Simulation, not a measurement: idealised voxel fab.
Name of the process module below: voxel self aligned vias
This is section cut - it's 150 nm across, gridded in 5 nm square cells.
Notation: cross-section as square-cell grid; stated in bands, top first, going down; one or more cell rows per band. Heads up on the band format: heights come first, top then bottom, in nm. After that it's the materials left to right, each with its width in nm. A single material flagged "full width" fills the whole band edge to edge, and "air" means there's empty space there. Beneath 0, the wafer as received is one material, and that level is where height counting begins. The lowest band goes on downward without a bottom; it is written like "0 nm and below". Read "30->40" as a graded width: first number on top, second number at the bottom, same change between each pair of neighbouring rows. Take "nothing altered" at face value: in the step it is given for, the cross-section changed in none of its cells. Heads up: "Voids, fully enclosed" only lists the empty pockets with no open path to the top that are 8 cells or more, and it writes them as width x height at distance, distance from the left edge, in nm. Note: text after step settings on the step line = simulator remark on that step. overlay nm: mask offset rightward from planned place, masked step; negative means leftward offset.
Listed below are the process steps as planned:
- 1: RECEIVE [material Si]
- 2: CONFORMAL_DEP [material SiO2] [thk nm 10]
- 3: CONFORMAL_DEP [material SiCN] [thk nm 5]
- 4: DIRECTIONAL_DEP [material lowk] [thk nm 20]
- 5: DIRECTIONAL_DEP [material aC] [thk nm 15]
- 6: PATTERN [tone open] [mask id LINES] [material resist] [width nm 30] [pitch nm 65] [thk nm 30] [overlay nm 0]
- 7: DIRECTIONAL_ETCH [etch materials aC] [depth nm 15]
- 8: STRIP [etch materials resist]
- 9: DIRECTIONAL_ETCH [etch materials lowk] [depth nm 20]
- 10: STRIP [etch materials aC]
- 11: CONFORMAL_DEP [material TiN] [thk nm 5]
- 12: FILL_DEP [material Ru] [thk nm 10]
- 13: CMP [height nm 35]
- 14: SELECTIVE_ETCH [etch materials W Ru TiN] [depth nm 10]
- 15: FILL_DEP [material SiN] [thk nm 10]
- 16: CMP [height nm 35]
- 17: DIRECTIONAL_DEP [material lowk] [thk nm 20]
- 18: PATTERN [tone open] [mask id VIAS] [material resist] [width nm 40] [thk nm 20] [overlay nm 0]
- 19: DIRECTIONAL_ETCH [etch materials lowk] [depth nm 20]
- 20: DIRECTIONAL_ETCH [etch materials SiN] [depth nm 10]
- 21: STRIP [etch materials resist]
- 22: CONFORMAL_DEP [material TiN] [thk nm 5]
- 23: FILL_DEP [material Ru] [thk nm 10]
- 24: CMP [height nm 55]
- 25: CONFORMAL_DEP [material SiN] [thk nm 5]
Account of the first of two wafers, which was processed as intended:
Wafer cross-section on receipt, i.e. after step 1:
  0 nm and below  Si full width
  Voids, fully enclosed: none
After step 2: wafer cross-section:
  10 nm to 0 nm  SiO2 full width
  Nothing below the height 0 has changed.
After step 3: wafer cross-section:
  15 nm to 10 nm  SiCN full width
  Nothing below the height 10 has changed.
After step 4: wafer cross-section:
  35 nm to 15 nm  lowk full width
  Nothing below the height 15 has changed.
After step 5: wafer cross-section:
  50 nm to 35 nm  aC full width
  Nothing below the height 35 has changed.
After step 6: wafer cross-section:
  80 nm to 50 nm  resist (25), then air (30), then resist (35), then air (30), then resist (30)
  Nothing below the height 50 has changed.
After step 7: wafer cross-section:
  65 nm to 50 nm  resist (25), then air (30), then resist (35), then air (30), then resist (30)
  50 nm to 35 nm  aC (25), then air (30), then aC (35), then air (30), then aC (30)
  Nothing below the height 35 has changed.
After step 8: wafer cross-section:
  50 nm to 35 nm  aC (25), then air (30), then aC (35), then air (30), then aC (30)
  Nothing below the height 35 has changed.
After step 9: wafer cross-section:
  50 nm to 35 nm  aC (25), then air (30), then aC (35), then air (30), then aC (30)
  35 nm to 15 nm  lowk (25), then air (30), then lowk (35), then air (30), then lowk (30)
  Nothing below the height 15 has changed.
After step 10: wafer cross-section:
  35 nm to 15 nm  lowk (25), then air (30), then lowk (35), then air (30), then lowk (30)
  Nothing below the height 15 has changed.
After step 11: wafer cross-section:
  40 nm to 35 nm  TiN (30), then air (20), then TiN (45), then air (20), then TiN (35)
  35 nm to 20 nm  lowk (25), then TiN (5), then air (20), then TiN (5), then lowk (35), then TiN (5), then air (20), then TiN (5), then lowk (30)
  20 nm to 15 nm  lowk (25), then TiN (30), then lowk (35), then TiN (30), then lowk (30)
  Nothing below the height 15 has changed.
After step 12: wafer cross-section:
  50 nm to 40 nm  Ru full width
  40 nm to 35 nm  TiN (30), then Ru (20), then TiN (45), then Ru (20), then TiN (35)
  35 nm to 20 nm  lowk (25), then TiN (5), then Ru (20), then TiN (5), then lowk (35), then TiN (5), then Ru (20), then TiN (5), then lowk (30)
  Nothing below the height 20 has changed.
After step 13: wafer cross-section:
  35 nm to 20 nm  lowk (25), then TiN (5), then Ru (20), then TiN (5), then lowk (35), then TiN (5), then Ru (20), then TiN (5), then lowk (30)
  Nothing below the height 20 has changed.
After step 14: wafer cross-section:
  35 nm to 25 nm  lowk (25), then air (30), then lowk (35), then air (30), then lowk (30)
  Nothing below the height 25 has changed.
After step 15: wafer cross-section:
  45 nm to 35 nm  SiN full width
  35 nm to 25 nm  lowk (25), then SiN (30), then lowk (35), then SiN (30), then lowk (30)
  Nothing below the height 25 has changed.
After step 16: wafer cross-section:
  35 nm to 25 nm  lowk (25), then SiN (30), then lowk (35), then SiN (30), then lowk (30)
  Nothing below the height 25 has changed.
After step 17: wafer cross-section:
  55 nm to 35 nm  lowk full width
  Nothing below the height 35 has changed.
After step 18: wafer cross-section:
  75 nm to 55 nm  resist (20), then air (40), then resist (90)
  Nothing below the height 55 has changed.
After step 19: wafer cross-section:
  75 nm to 55 nm  resist (20), then air (40), then resist (90)
  55 nm to 35 nm  lowk (20), then air (40), then lowk (90)
  Nothing below the height 35 has changed.
After step 20: wafer cross-section:
  75 nm to 55 nm  resist (20), then air (40), then resist (90)
  55 nm to 35 nm  lowk (20), then air (40), then lowk (90)
  35 nm to 25 nm  lowk (25), then air (30), then lowk (35), then SiN (30), then lowk (30)
  Nothing below the height 25 has changed.
After step 21: wafer cross-section:
  55 nm to 35 nm  lowk (20), then air (40), then lowk (90)
  Nothing below the height 35 has changed.
After step 22: wafer cross-section:
  60 nm to 55 nm  TiN (25), then air (30), then TiN (95)
  55 nm to 40 nm  lowk (20), then TiN (5), then air (30), then TiN (5), then lowk (90)
  40 nm to 35 nm  lowk (20), then TiN (10), then air (20), then TiN (10), then lowk (90)
  35 nm to 30 nm  lowk (25), then TiN (5), then air (20), then TiN (5), then lowk (35), then SiN (30), then lowk (30)
  30 nm to 25 nm  lowk (25), then TiN (30), then lowk (35), then SiN (30), then lowk (30)
  Nothing below the height 25 has changed.
After step 23: wafer cross-section:
  70 nm to 60 nm  Ru full width
  60 nm to 55 nm  TiN (25), then Ru (30), then TiN (95)
  55 nm to 40 nm  lowk (20), then TiN (5), then Ru (30), then TiN (5), then lowk (90)
  40 nm to 35 nm  lowk (20), then TiN (10), then Ru (20), then TiN (10), then lowk (90)
  35 nm to 30 nm  lowk (25), then TiN (5), then Ru (20), then TiN (5), then lowk (35), then SiN (30), then lowk (30)
  Nothing below the height 30 has changed.
After step 24: wafer cross-section:
  55 nm to 40 nm  lowk (20), then TiN (5), then Ru (30), then TiN (5), then lowk (90)
  Nothing below the height 40 has changed.
After step 25: wafer cross-section:
  60 nm to 55 nm  SiN full width
  Nothing below the height 55 has changed.
The Second Wafer: Common Origin and Plan, One Mistake in Execution, Identical to the First Through Step 2:
The second wafer cut through, at the time step 3 was supposed to be finished: nothing altered
The second wafer cut through, at the time step 4 was supposed to be finished:
  30 nm to 10 nm  lowk full width
  Nothing below the height 10 has changed.
The second wafer cut through, at the time step 5 was supposed to be finished:
  45 nm to 30 nm  aC full width
  Nothing below the height 30 has changed.
The second wafer cut through, at the time step 6 was supposed to be finished:
  75 nm to 45 nm  resist (25), then air (30), then resist (35), then air (30), then resist (30)
  Nothing below the height 45 has changed.
The second wafer cut through, at the time step 7 was supposed to be finished:
  60 nm to 45 nm  resist (25), then air (30), then resist (35), then air (30), then resist (30)
  45 nm to 30 nm  aC (25), then air (30), then aC (35), then air (30), then aC (30)
  Nothing below the height 30 has changed.
The second wafer cut through, at the time step 8 was supposed to be finished:
  45 nm to 30 nm  aC (25), then air (30), then aC (35), then air (30), then aC (30)
  Nothing below the height 30 has changed.
The second wafer cut through, at the time step 9 was supposed to be finished:
  45 nm to 30 nm  aC (25), then air (30), then aC (35), then air (30), then aC (30)
  30 nm to 10 nm  lowk (25), then air (30), then lowk (35), then air (30), then lowk (30)
  Nothing below the height 10 has changed.
The second wafer cut through, at the time step 10 was supposed to be finished:
  30 nm to 10 nm  lowk (25), then air (30), then lowk (35), then air (30), then lowk (30)
  Nothing below the height 10 has changed.
The second wafer cut through, at the time step 11 was supposed to be finished:
  35 nm to 30 nm  TiN (30), then air (20), then TiN (45), then air (20), then TiN (35)
  30 nm to 15 nm  lowk (25), then TiN (5), then air (20), then TiN (5), then lowk (35), then TiN (5), then air (20), then TiN (5), then lowk (30)
  15 nm to 10 nm  lowk (25), then TiN (30), then lowk (35), then TiN (30), then lowk (30)
  Nothing below the height 10 has changed.
The second wafer cut through, at the time step 12 was supposed to be finished:
  45 nm to 35 nm  Ru full width
  35 nm to 30 nm  TiN (30), then Ru (20), then TiN (45), then Ru (20), then TiN (35)
  30 nm to 15 nm  lowk (25), then TiN (5), then Ru (20), then TiN (5), then lowk (35), then TiN (5), then Ru (20), then TiN (5), then lowk (30)
  Nothing below the height 15 has changed.
The second wafer cut through, at the time step 13 was supposed to be finished:
  35 nm to 30 nm  TiN (30), then Ru (20), then TiN (45), then Ru (20), then TiN (35)
  Nothing below the height 30 has changed.
The second wafer cut through, at the time step 14 was supposed to be finished:
  30 nm to 25 nm  lowk (25), then air (30), then lowk (35), then air (30), then lowk (30)
  Nothing below the height 25 has changed.
The second wafer cut through, at the time step 15 was supposed to be finished:
  40 nm to 30 nm  SiN full width
  30 nm to 25 nm  lowk (25), then SiN (30), then lowk (35), then SiN (30), then lowk (30)
  Nothing below the height 25 has changed.
The second wafer cut through, at the time step 16 was supposed to be finished:
  35 nm to 30 nm  SiN full width
  Nothing below the height 30 has changed.
The second wafer cut through, at the time step 17 was supposed to be finished:
  55 nm to 35 nm  lowk full width
  Nothing below the height 35 has changed.
The second wafer cut through, at the time step 18 was supposed to be finished:
  75 nm to 55 nm  resist (20), then air (40), then resist (90)
  Nothing below the height 55 has changed.
The second wafer cut through, at the time step 19 was supposed to be finished:
  75 nm to 55 nm  resist (20), then air (40), then resist (90)
  55 nm to 35 nm  lowk (20), then air (40), then lowk (90)
  Nothing below the height 35 has changed.
The second wafer cut through, at the time step 20 was supposed to be finished:
  75 nm to 55 nm  resist (20), then air (40), then resist (90)
  55 nm to 35 nm  lowk (20), then air (40), then lowk (90)
  35 nm to 30 nm  SiN (20), then air (40), then SiN (90)
  30 nm to 25 nm  lowk (25), then air (30), then lowk (35), then SiN (30), then lowk (30)
  Nothing below the height 25 has changed.
The second wafer cut through, at the time step 21 was supposed to be finished:
  55 nm to 35 nm  lowk (20), then air (40), then lowk (90)
  Nothing below the height 35 has changed.
The second wafer cut through, at the time step 22 was supposed to be finished:
  60 nm to 55 nm  TiN (25), then air (30), then TiN (95)
  55 nm to 35 nm  lowk (20), then TiN (5), then air (30), then TiN (5), then lowk (90)
  35 nm to 30 nm  SiN (20), then TiN (10), then air (20), then TiN (10), then SiN (90)
  30 nm to 25 nm  lowk (25), then TiN (30), then lowk (35), then SiN (30), then lowk (30)
  Nothing below the height 25 has changed.
The second wafer cut through, at the time step 23 was supposed to be finished:
  70 nm to 60 nm  Ru full width
  60 nm to 55 nm  TiN (25), then Ru (30), then TiN (95)
  55 nm to 35 nm  lowk (20), then TiN (5), then Ru (30), then TiN (5), then lowk (90)
  35 nm to 30 nm  SiN (20), then TiN (10), then Ru (20), then TiN (10), then SiN (90)
  Nothing below the height 30 has changed.
The second wafer cut through, at the time step 24 was supposed to be finished:
  55 nm to 35 nm  lowk (20), then TiN (5), then Ru (30), then TiN (5), then lowk (90)
  Nothing below the height 35 has changed.
The second wafer cut through, at the time step 25 was supposed to be finished:
  60 nm to 55 nm  SiN full width
  Nothing below the height 55 has changed.
Want to know what went wrong? step 3 in the plan did not get run; it was skipped
Final comparison by cell count, materials where the second wafer has more or fewer than the first: +10 Ru; -30 SiCN; +16 SiN; +4 TiN
